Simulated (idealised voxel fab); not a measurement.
process module | voxel self aligned contacts
cross-section cut | 155 nm wide | cells 5 nm
A cross-section is a grid of square cells, given in bands from the top down. A band is one or more rows of cells.
Each band's line starts with the height of the band's top and of its bottom, in nm. Then come its materials from left to right, each with its width in nm. One material with "throughout" fills the band from edge to edge. "air" is empty space.
Height 0 is the level under which the wafer as received is all one material. The lowest band goes on downwards, as in "0 down".
A width such as "30 to 40" changes by the same amount from each row of cells to the next, from the band's top row to its bottom row.
"no change" after a step means that no cell of the cross-section changed.
closed voids: empty space of 8 cells or more with no open way to the top, each as width x height at its distance from the left edge, in nm
after a step's settings: what the simulator itself notes on the step
overlay nm, on a step with a mask: how far to the right of its planned place the mask lay; to the left if negative
plan
1 op RECEIVE | material Si
2 op OXIDIZE | depth nm 5
3 op DIRECTIONAL_DEP | material polySi | thk nm 30
4 op DIRECTIONAL_DEP | material SiN | thk nm 15
5 op PATTERN | tone cover | mask id GATE | material resist | width nm 25 | pitch nm 50 | thk nm 15 | overlay nm 0
6 op DIRECTIONAL_ETCH | etch materials SiN | depth nm 15
7 op DIRECTIONAL_ETCH | etch materials polySi | depth nm 30
8 op STRIP | etch materials resist
9 op CONFORMAL_DEP | material SiN | thk nm 5
10 op DIRECTIONAL_ETCH | etch materials SiN | depth nm 5
11 op FILL_DEP | material SiO2 | thk nm 15
12 op CMP | height nm 50
13 op PATTERN | tone open | mask id CONTACT | material resist | width nm 35 | thk nm 20 | overlay nm 0
14 op DIRECTIONAL_ETCH | etch materials SiO2 | depth nm 55
15 op STRIP | etch materials resist
16 op CONFORMAL_DEP | material TiN | thk nm 5
17 op FILL_DEP | material Ru | thk nm 10
18 op CMP | height nm 50
19 op CONFORMAL_DEP | material SiCN | thk nm 5
first wafer, as planned
as received, after step 1
  0 down: Si throughout
  closed voids: none
after step 2
  0 to -5: SiO2 throughout
  below -5: unchanged
after step 3
  30 to 0: polySi throughout
  below 0: unchanged
after step 4
  45 to 30: SiN throughout
  below 30: unchanged
after step 5
  60 to 45: air 40 | resist 25 | air 25 | resist 25 | air 40
  below 45: unchanged
after step 6
  60 to 45: air 40 | resist 25 | air 25 | resist 25 | air 40
  45 to 30: air 40 | SiN 25 | air 25 | SiN 25 | air 40
  below 30: unchanged
after step 7
  60 to 45: air 40 | resist 25 | air 25 | resist 25 | air 40
  45 to 30: air 40 | SiN 25 | air 25 | SiN 25 | air 40
  30 to 0: air 40 | polySi 25 | air 25 | polySi 25 | air 40
  below 0: unchanged
after step 8
  45 to 30: air 40 | SiN 25 | air 25 | SiN 25 | air 40
  below 30: unchanged
after step 9
  50 to 30: air 35 | SiN 35 | air 15 | SiN 35 | air 35
  30 to 5: air 35 | SiN 5 | polySi 25 | SiN 5 | air 15 | SiN 5 | polySi 25 | SiN 5 | air 35
  5 to 0: SiN 40 | polySi 25 | SiN 25 | polySi 25 | SiN 40
  below 0: unchanged
after step 10
  45 to 30: air 35 | SiN 35 | air 15 | SiN 35 | air 35
  30 to 0: air 35 | SiN 5 | polySi 25 | SiN 5 | air 15 | SiN 5 | polySi 25 | SiN 5 | air 35
  below 0: unchanged
after step 11
  60 to 45: SiO2 throughout
  45 to 30: SiO2 35 | SiN 35 | SiO2 15 | SiN 35 | SiO2 35
  30 to 0: SiO2 35 | SiN 5 | polySi 25 | SiN 5 | SiO2 15 | SiN 5 | polySi 25 | SiN 5 | SiO2 35
  below 0: unchanged
after step 12
  50 to 45: SiO2 throughout
  below 45: unchanged
after step 13
  70 to 50: resist 60 | air 35 | resist 60
  below 50: unchanged
after step 14
  70 to 50: resist 60 | air 35 | resist 60
  50 to 45: SiO2 60 | air 35 | SiO2 60
  45 to 30: SiO2 35 | SiN 35 | air 15 | SiN 35 | SiO2 35
  30 to 0: SiO2 35 | SiN 5 | polySi 25 | SiN 5 | air 15 | SiN 5 | polySi 25 | SiN 5 | SiO2 35
  0 to -5: SiO2 70 | air 15 | SiO2 70
  below -5: unchanged
after step 15
  50 to 45: SiO2 60 | air 35 | SiO2 60
  below 45: unchanged
after step 16
  55 to 50: TiN 65 | air 25 | TiN 65
  50 to 45: SiO2 60 | TiN 15 | air 5 | TiN 15 | SiO2 60
  45 to 30: SiO2 35 | SiN 35 | TiN 5 | air 5 | TiN 5 | SiN 35 | SiO2 35
  30 to 0: SiO2 35 | SiN 5 | polySi 25 | SiN 5 | TiN 5 | air 5 | TiN 5 | SiN 5 | polySi 25 | SiN 5 | SiO2 35
  0 to -5: SiO2 70 | TiN 15 | SiO2 70
  below -5: unchanged
after step 17
  65 to 55: Ru throughout
  55 to 50: TiN 65 | Ru 25 | TiN 65
  50 to 45: SiO2 60 | TiN 15 | Ru 5 | TiN 15 | SiO2 60
  45 to 30: SiO2 35 | SiN 35 | TiN 5 | Ru 5 | TiN 5 | SiN 35 | SiO2 35
  30 to 0: SiO2 35 | SiN 5 | polySi 25 | SiN 5 | TiN 5 | Ru 5 | TiN 5 | SiN 5 | polySi 25 | SiN 5 | SiO2 35
  below 0: unchanged
after step 18
  50 to 45: SiO2 60 | TiN 15 | Ru 5 | TiN 15 | SiO2 60
  below 45: unchanged
after step 19
  55 to 50: SiCN throughout
  below 50: unchanged
second wafer: like start, like plan, one mistake. Through step 8 it matches the first wafer
when step 9 should have ended: no change
when step 10 should have ended
  40 to 30: air 40 | SiN 25 | air 25 | SiN 25 | air 40
  below 30: unchanged
when step 11 should have ended
  55 to 40: SiO2 throughout
  40 to 30: SiO2 40 | SiN 25 | SiO2 25 | SiN 25 | SiO2 40
  30 to 0: SiO2 40 | polySi 25 | SiO2 25 | polySi 25 | SiO2 40
  below 0: unchanged
when step 12 should have ended
  50 to 40: SiO2 throughout
  below 40: unchanged
when step 13 should have ended
  70 to 50: resist 60 | air 35 | resist 60
  below 50: unchanged
when step 14 should have ended
  70 to 50: resist 60 | air 35 | resist 60
  50 to 40: SiO2 60 | air 35 | SiO2 60
  40 to 30: SiO2 40 | SiN 25 | air 25 | SiN 25 | SiO2 40
  30 to 0: SiO2 40 | polySi 25 | air 25 | polySi 25 | SiO2 40
  0 to -5: SiO2 65 | air 25 | SiO2 65
  below -5: unchanged
when step 15 should have ended
  50 to 40: SiO2 60 | air 35 | SiO2 60
  below 40: unchanged
when step 16 should have ended
  55 to 50: TiN 65 | air 25 | TiN 65
  50 to 40: SiO2 60 | TiN 5 to 10 | air 25 to 15 | TiN 5 to 10 | SiO2 60
  40 to 30: SiO2 40 | SiN 25 | TiN 5 | air 15 | TiN 5 | SiN 25 | SiO2 40
  30 to 0: SiO2 40 | polySi 25 | TiN 5 | air 15 | TiN 5 | polySi 25 | SiO2 40
  0 to -5: SiO2 65 | TiN 25 | SiO2 65
  below -5: unchanged
when step 17 should have ended
  65 to 55: Ru throughout
  55 to 50: TiN 65 | Ru 25 | TiN 65
  50 to 40: SiO2 60 | TiN 5 to 10 | Ru 25 to 15 | TiN 5 to 10 | SiO2 60
  40 to 30: SiO2 40 | SiN 25 | TiN 5 | Ru 15 | TiN 5 | SiN 25 | SiO2 40
  30 to 0: SiO2 40 | polySi 25 | TiN 5 | Ru 15 | TiN 5 | polySi 25 | SiO2 40
  below 0: unchanged
when step 18 should have ended
  50 to 40: SiO2 60 | TiN 5 to 10 | Ru 25 to 15 | TiN 5 to 10 | SiO2 60
  below 40: unchanged
when step 19 should have ended
  55 to 50: SiCN throughout
  below 50: unchanged
what went wrong: step 9 was left out
at the end the second wafer has, in cells: 22 more of Ru | 46 fewer of SiN | 24 more of SiO2
